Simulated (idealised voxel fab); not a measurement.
Proc. module: voxel air gaps
Each square cell in cross-section cut measures 5 nm, and the section as a whole is 285 nm wide.
Cross-section format: a grid of square cells, given as bands from top to bottom; each band is one or more rows of cells. The entry gives the band's vertical extent as a top height and a bottom height in nm, then its horizontal make-up as materials from left to right, each with a width in nm. "air" stands for empty space; a single material marked "all across" fills the band edge to edge. Counting heights begins at 0, where everything beneath is, in the wafer as received, one material. The lowest band has no bottom; it goes on downwards, as "0 nm and below" shows. You'd read "30 to 40" like this: the band's top row of cells is as wide as the first number, its bottom row is as wide as the second, and going down, every row changes width by the same amount as the row before did. Step note "same as before" = no cross-section cell changed. Entry "Enclosed cavity list". Content: empty spaces with no open connection to the top, size 8 cells or greater. Each: width x height at distance. Distance: from left edge. Unit: nm. Post-settings text on a step line: simulator's own remark regarding the step. On any step carrying a mask, the "overlay nm" setting, if present on the step's line, tells how far right of its planned place the mask lay; negative values point to the left.
These are the steps we planned for the process:
1: op RECEIVE | material Si
2: op CONFORMAL_DEP | material SiO2 | thk nm 10
3: op CONFORMAL_DEP | material SiN | thk nm 5
4: op DIRECTIONAL_DEP | material lowk | thk nm 40
5: op PATTERN | tone open | mask id LINES | material resist | width nm 15 | pitch nm 45 | thk nm 15 | overlay nm 0
6: op DIRECTIONAL_ETCH | etch materials lowk | depth nm 40
7: op STRIP | etch materials resist
8: op CONFORMAL_DEP | material TiN | thk nm 5
9: op FILL_DEP | material W | thk nm 5
10: op CMP | height nm 55
11: op EPI | material Ru | thk nm 10
12: op SELECTIVE_ETCH | etch materials lowk | depth nm 50
13: op CONFORMAL_DEP | material SiN | thk nm 5
So this is the incoming wafer in cross-section - it's already been through step 1:
	0 nm and below: Si all across
	Enclosed cavity list: none
One mistake in running the module, otherwise start and plan as above: cross-section at the end:
	70 nm to 65 nm: 70 air; 135 SiN; 80 air
	65 nm to 55 nm: 70 air; 5 SiN; 35 Ru; 10 SiN; 35 Ru; 10 SiN; 35 Ru; 5 SiN; 80 air
	55 nm to 50 nm: 70 air; 15 SiN; 5 TiN; 5 W; 5 TiN; 30 SiN; 5 TiN; 5 W; 5 TiN; 30 SiN; 5 TiN; 5 W; 5 TiN; 15 SiN; 80 air
	50 nm to 20 nm: 80 air; 5 SiN; 5 TiN; 5 W; 5 TiN; 5 SiN; 20 air; 5 SiN; 5 TiN; 5 W; 5 TiN; 5 SiN; 20 air; 5 SiN; 5 TiN; 5 W; 5 TiN; 5 SiN; 90 air
	20 nm to 15 nm: 85 SiN; 15 TiN; 30 SiN; 15 TiN; 30 SiN; 15 TiN; 95 SiN
	15 nm to 10 nm: SiN all across
	10 nm to 0 nm: SiO2 all across
	0 nm and below: Si all across
	Enclosed cavity list: 20 x 30 at 105; 20 x 30 at 150
What broke from the plan during processing? so step 5 ended up running with a different setting than we planned, it ran as op PATTERN | tone open | mask id LINES | material resist | width nm 15 | pitch nm 45 | thk nm 15 | overlay nm -5
